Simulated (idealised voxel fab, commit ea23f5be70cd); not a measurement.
process module | voxel local oxidation
cross-section cut | 205 nm wide | cells 5 nm
A cross-section is a grid of square cells, given in bands from the top down. A band is one or more rows of cells.
Each band's line starts with the height of the band's top and of its bottom, in nm. Then come its materials from left to right, each with its width in nm. One material with "throughout" fills the band from edge to edge. "air" is empty space.
Height 0 is the level under which the wafer as received is all one material. The lowest band goes on downwards, as in "0 down".
A width such as "30 to 40" changes by the same amount from each row of cells to the next, from the band's top row to its bottom row.
"no change" after a step means that no cell of the cross-section changed.
closed voids: empty space of 8 cells or more with no open way to the top, each as width x height at its distance from the left edge, in nm
after a step's settings: what the simulator itself notes on the step
overlay nm, on a step with a mask: how far to the right of its planned place the mask lay; to the left if negative
plan
1 op RECEIVE | material Si
2 op OXIDIZE | depth nm 5
3 op CONFORMAL_DEP | material SiN | thk nm 15
4 op DIRECTIONAL_DEP | material aC | thk nm 15
5 op PATTERN | tone cover | mask id ACTIVE | material resist | width nm 130 | thk nm 35 | overlay nm 0
6 op DIRECTIONAL_ETCH | etch materials aC | depth nm 15
7 op STRIP | etch materials resist
8 op DIRECTIONAL_ETCH | etch materials SiN | depth nm 15
9 op STRIP | etch materials aC
10 op SELECTIVE_ETCH | etch materials SiO2 | depth nm 5
11 op OXIDIZE | depth nm 15
12 op STRIP | etch materials SiN
as received, after step 1
  0 down: Si throughout
  closed voids: none
first wafer at the end, as planned
  0 to -5: air 40 | SiO2 120 | air 45
  -5 to -20: SiO2 55 | Si 90 | SiO2 60
  -20 down: Si throughout
  closed voids: none
second wafer at the end: like start, like plan, one mistake
  0 to -5: air 45 | SiO2 115 | air 45
  -5 to -20: SiO2 60 | Si 85 | SiO2 60
  -20 down: Si throughout
  closed voids: none
what went wrong: step 5 ran as: op PATTERN | tone cover | mask id ACTIVE | material resist | width nm 125 | thk nm 35 | overlay nm 0
at the end the second wafer has, in cells: 3 fewer of Si | 2 more of SiO2
